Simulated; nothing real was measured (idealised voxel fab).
You're looking at the process module voxel self aligned vias.
Section cut is 185 nm wide and gridded with 5 nm square cells.
We lay out every cross-section as a grid of square cells and spell it out in bands from the top down, where one band means one or more rows of cells. Look at the band entry: it leads with the top's height and the bottom's height in nm. Then it lists the materials left to right, with a width in nm for each. The word "full width" on a single material says that material fills the band edge to edge. The word "empty" is empty space. It should be noted that heights are counted from 0, beneath which the wafer as supplied is of one material throughout, and that the lowest band possesses no lower boundary but continues downward, as written in "from 0 down". It should be noted that a width expressed as "30 to 40" varies in equal increments from row to row of cells within the band, taking the value of the first number at the top row and that of the second number at the bottom row. When a step is marked "nothing altered", none of the cells in the cross-section changed during that step. So "Sealed cavities" is basically the list of trapped voids: any empty space of 8 cells or more that can't reach the top through an opening. They're written width x height at distance, the distance being from the left edge, and it's all nm. Formally, on a step line, whatever follows the settings is a remark that the simulator itself makes on the step. overlay nm: for a step with a mask, the amount by which the mask lay right of where it was planned; a negative amount means left of it.
Steps in the process plan:
1 RECEIVE: material Si
2 CONFORMAL_DEP: material SiO2, thk nm 10
3 CONFORMAL_DEP: material SiCN, thk nm 5
4 DIRECTIONAL_DEP: material SiO2, thk nm 30
5 DIRECTIONAL_DEP: material aC, thk nm 10
6 PATTERN: tone open, mask id LINES, material resist, width nm 15, pitch nm 70, thk nm 30, overlay nm 0
7 DIRECTIONAL_ETCH: etch materials aC, depth nm 10
8 STRIP: etch materials resist
9 DIRECTIONAL_ETCH: etch materials SiO2, depth nm 30
10 STRIP: etch materials aC
11 CONFORMAL_DEP: material TiN, thk nm 5
12 FILL_DEP: material W, thk nm 10
13 CMP: height nm 45
14 SELECTIVE_ETCH: etch materials W Ru TiN, depth nm 10
15 FILL_DEP: material SiN, thk nm 10
16 CMP: height nm 45
17 DIRECTIONAL_DEP: material SiO2, thk nm 20
18 MASKED_ETCH: tone open, mask id VIAS, width nm 40, pitch nm 70, etch materials SiO2, depth nm 20, overlay nm 0
19 MASKED_ETCH: tone open, mask id VIAS, width nm 40, pitch nm 70, etch materials SiN, depth nm 10, overlay nm 0
20 CONFORMAL_DEP: material TiN, thk nm 5
21 FILL_DEP: material Cu, thk nm 10
22 CMP: height nm 65
23 CONFORMAL_DEP: material SiCN, thk nm 5
For this document, wafers share an identical start and vary in the step 6 width nm; the plan quotes the first wafer's value.
Step 1 complete: as-received cross-section of the first of several wafers:
  from 0 down = Si full width
  Sealed cavities: none
Below: a row per wafer. Contents at end of module: for every material, cells gained since receipt (+) or lost since receipt (-); then closed voids:
width nm 15, +40 Cu, +74 SiCN, +344 SiO2, +54 TiN, +6 W, Sealed cavities: none
width nm 20, +44 Cu, +74 SiCN, +332 SiO2, +56 TiN, +12 W, Sealed cavities: none
width nm 25, +48 Cu, +74 SiCN, +320 SiO2, +58 TiN, +18 W, Sealed cavities: none
width nm 30, +52 Cu, +74 SiCN, +308 SiO2, +60 TiN, +24 W, Sealed cavities: none
width nm 35, +56 Cu, +74 SiCN, +296 SiO2, +62 TiN, +30 W, Sealed cavities: none
